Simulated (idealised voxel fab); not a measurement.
process module | voxel fin reveal
cross-section cut | 180 nm wide | cells 5 nm
A cross-section is a grid of square cells, given in bands from the top down. A band is one or more rows of cells.
Each band's line starts with the height of the band's top and of its bottom, in nm. Then come its materials from left to right, each with its width in nm. One material with "throughout" fills the band from edge to edge. "air" is empty space.
Height 0 is the level under which the wafer as received is all one material. The lowest band goes on downwards, as in "0 down".
A width such as "30 to 40" changes by the same amount from each row of cells to the next, from the band's top row to its bottom row.
"no change" after a step means that no cell of the cross-section changed.
closed voids: empty space of 8 cells or more with no open way to the top, each as width x height at its distance from the left edge, in nm
after a step's settings: what the simulator itself notes on the step
overlay nm, on a step with a mask: how far to the right of its planned place the mask lay; to the left if negative
plan
1 op RECEIVE | material Si
2 op CONFORMAL_DEP | material SiN | thk nm 10
3 op MASKED_ETCH | tone cover | mask id FINS | width nm 15 | pitch nm 40 | etch materials SiN | depth nm 10 | overlay nm 0
4 op MASKED_ETCH | tone cover | mask id FINS | width nm 15 | pitch nm 40 | etch materials Si | depth nm 30 | overlay nm 0
5 op FILL_DEP | material SiO2 | thk nm 5
6 op CMP | height nm 10
7 op SELECTIVE_ETCH | etch materials SiO2 | depth nm 25
8 op STRIP | etch materials SiN
as received, after step 1
  0 down: Si throughout
  closed voids: none
first wafer at the end, as planned
  0 to -15: air 60 | Si 15 | air 25 | Si 15 | air 65
  -15 to -30: SiO2 60 | Si 15 | SiO2 25 | Si 15 | SiO2 65
  -30 down: Si throughout
  closed voids: none
second wafer at the end: like start, like plan, one mistake
  10 to 0: air 60 | SiN 15 | air 25 | SiN 15 | air 65
  0 to -15: air 60 | Si 15 | air 25 | Si 15 | air 65
  -15 to -30: SiO2 60 | Si 15 | SiO2 25 | Si 15 | SiO2 65
  -30 down: Si throughout
  closed voids: none
what went wrong: step 8 was left out
at the end the second wafer has, in cells: 12 more of SiN
